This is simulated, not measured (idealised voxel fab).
Presented below is a process module, voxel double patterning.
Cross-section cut spans 240 nm and uses square cells 5 nm in size.
Square cells in a grid make up a cross-section in this document, and the grid is given as bands, listed from the top down, each one or more rows of cells.
Within each band entry, the heights of the top and of the bottom of the band appear first, in that order and in nm; the materials of the band then follow from left to right, each with its corresponding width in nm. The designation "throughout" on a single material indicates that it fills the band from edge to edge; the designation "air" indicates empty space.
Heights are measured from 0, the level below which the as-received wafer is all one material; the lowest band has no bottom and continues downward, written as in "0 nm and below".
Note: "30 to 40" means the width goes from the first number (top row of the band) to the second number (bottom row) in equal steps per row of cells.
"identical to before", as given for a step, is the statement that not any cell of the cross-section underwent a change during that step.
Voids not open to the top, 8 cells minimum: see "Closed void entries". Written width x height at distance; distance is from the left edge; nm.
It should be noted that, on the line of a given step, the content following the step's settings is a remark produced by the simulator itself with respect to that step.
The line of a step may include "overlay nm". On a step with a mask, this value is how far to the right of its planned place the mask lay. A negative value means the mask lay to the left.

Process steps foreseen in the plan
1 op RECEIVE | material Si
2 op CONFORMAL_DEP | material SiO2 | thk nm 5
3 op DIRECTIONAL_DEP | material TiN | thk nm 20
4 op DIRECTIONAL_DEP | material SiCN | thk nm 10
5 op DIRECTIONAL_DEP | material aC | thk nm 10
6 op PATTERN | tone open | mask id FIRST | material resist | width nm 15 | pitch nm 50 | thk nm 25 | overlay nm 0
7 op DIRECTIONAL_ETCH | etch materials aC | depth nm 10
8 op STRIP | etch materials resist
9 op DIRECTIONAL_ETCH | etch materials SiCN | depth nm 10
10 op STRIP | etch materials aC
11 op PATTERN | tone open | mask id SECOND | material resist | width nm 15 | pitch nm 50 | thk nm 20 | overlay nm 0
12 op DIRECTIONAL_ETCH | etch materials SiCN | depth nm 10
13 op STRIP | etch materials resist
14 op DIRECTIONAL_ETCH | etch materials TiN | depth nm 20
15 op STRIP | etch materials SiCN
Be aware that, although all wafers share a common starting state, the width nm at step 11 differs among them, and the plan displays the first wafer's value.

The first of several wafers, as received after step 1, seen in section
- 0 nm and below = Si throughout
- Closed void entries: none

Cross-section of the first of several wafers once the module has run through its last step, step 15
- 25 nm to 5 nm = TiN: 60 / air: 15 / TiN: 10 / air: 15 / TiN: 10 / air: 15 / TiN: 10 / air: 15 / TiN: 10 / air: 15 / TiN: 65
- 5 nm to 0 nm = SiO2 throughout
- 0 nm and below = Si throughout
- Closed void entries: none

Cross-section at module completion, last wafer
- 25 nm to 5 nm = TiN: 60 / air: 15 / TiN: 5 / air: 45 / TiN: 5 / air: 45 / TiN: 65
- 5 nm to 0 nm = SiO2 throughout
- 0 nm and below = Si throughout
- Closed void entries: none

Wafer rows, end of module: cells per material gained (+) or lost (-) since receipt; closed voids last
width nm 15; +48 SiO2; +132 TiN; Closed void entries: none
width nm 20; +48 SiO2; +124 TiN; Closed void entries: none
width nm 25; +48 SiO2; +116 TiN; Closed void entries: none
width nm 30; +48 SiO2; +108 TiN; Closed void entries: none
